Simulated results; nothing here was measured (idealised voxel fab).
process module | voxel ribs on slabs
cross-section cut | 190 nm wide | cells 5 nm
A cross-section is a grid of square cells, given in bands from the top down. A band is one or more rows of cells.
Each band's line starts with the height of the band's top and of its bottom, in nm. Then come its materials from left to right, each with its width in nm. One material with "throughout" fills the band from edge to edge. "air" is empty space.
Height 0 is the level under which the wafer as received is all one material. The lowest band goes on downwards, as in "0 down".
A width such as "30 to 40" changes by the same amount from each row of cells to the next, from the band's top row to its bottom row.
"no change" after a step means that no cell of the cross-section changed.
closed voids: empty space of 8 cells or more with no open way to the top, each as width x height at its distance from the left edge, in nm
after a step's settings: what the simulator itself notes on the step
overlay nm, on a step with a mask: how far to the right of its planned place the mask lay; to the left if negative
plan
1 op RECEIVE | material Si
2 op DIRECTIONAL_DEP | material SiO2 | thk nm 20
3 op DIRECTIONAL_DEP | material SiN | thk nm 20
4 op DIRECTIONAL_DEP | material aC | thk nm 10
5 op PATTERN | tone cover | mask id RIB | material resist | width nm 15 | thk nm 25 | overlay nm 0
6 op DIRECTIONAL_ETCH | etch materials aC | depth nm 10
7 op STRIP | etch materials resist
8 op DIRECTIONAL_ETCH | etch materials SiN | depth nm 15
9 op STRIP | etch materials aC
10 op PATTERN | tone cover | mask id SLAB | material resist | width nm 65 | thk nm 20 | overlay nm 0
11 op DIRECTIONAL_ETCH | etch materials SiN | depth nm 5
12 op STRIP | etch materials resist
13 op FILL_DEP | material SiO2 | thk nm 20
14 op CMP | height nm 50
15 op DIRECTIONAL_DEP | material W | thk nm 10
16 op PATTERN | tone cover | mask id HEATER | material resist | width nm 25 | thk nm 15 | overlay nm 0
17 op DIRECTIONAL_ETCH | etch materials W | depth nm 10
18 op STRIP | etch materials resist
19 op CONFORMAL_DEP | material SiN | thk nm 5
as received, after step 1
  0 down: Si throughout
  closed voids: none
first wafer at the end, as planned
  65 to 60: air 75 | SiN 35 | air 80
  60 to 55: air 75 | SiN 5 | W 25 | SiN 5 | air 80
  55 to 50: SiN 80 | W 25 | SiN 85
  50 to 40: SiO2 throughout
  40 to 25: SiO2 85 | SiN 15 | SiO2 90
  25 to 20: SiO2 60 | SiN 65 | SiO2 65
  20 to 0: SiO2 throughout
  0 down: Si throughout
  closed voids: none
second wafer at the end: like start, like plan, one mistake
  65 to 60: air 75 | SiN 35 | air 80
  60 to 55: air 75 | SiN 5 | W 25 | SiN 5 | air 80
  55 to 50: SiN 80 | W 25 | SiN 85
  50 to 40: SiO2 throughout
  40 to 25: SiO2 85 | SiN 15 | SiO2 90
  25 to 20: SiO2 65 | SiN 60 | SiO2 65
  20 to 0: SiO2 throughout
  0 down: Si throughout
  closed voids: none
what went wrong: step 10 ran as: op PATTERN | tone cover | mask id SLAB | material resist | width nm 60 | thk nm 20 | overlay nm 0
at the end the second wafer has, in cells: 1 fewer of SiN | 1 more of SiO2
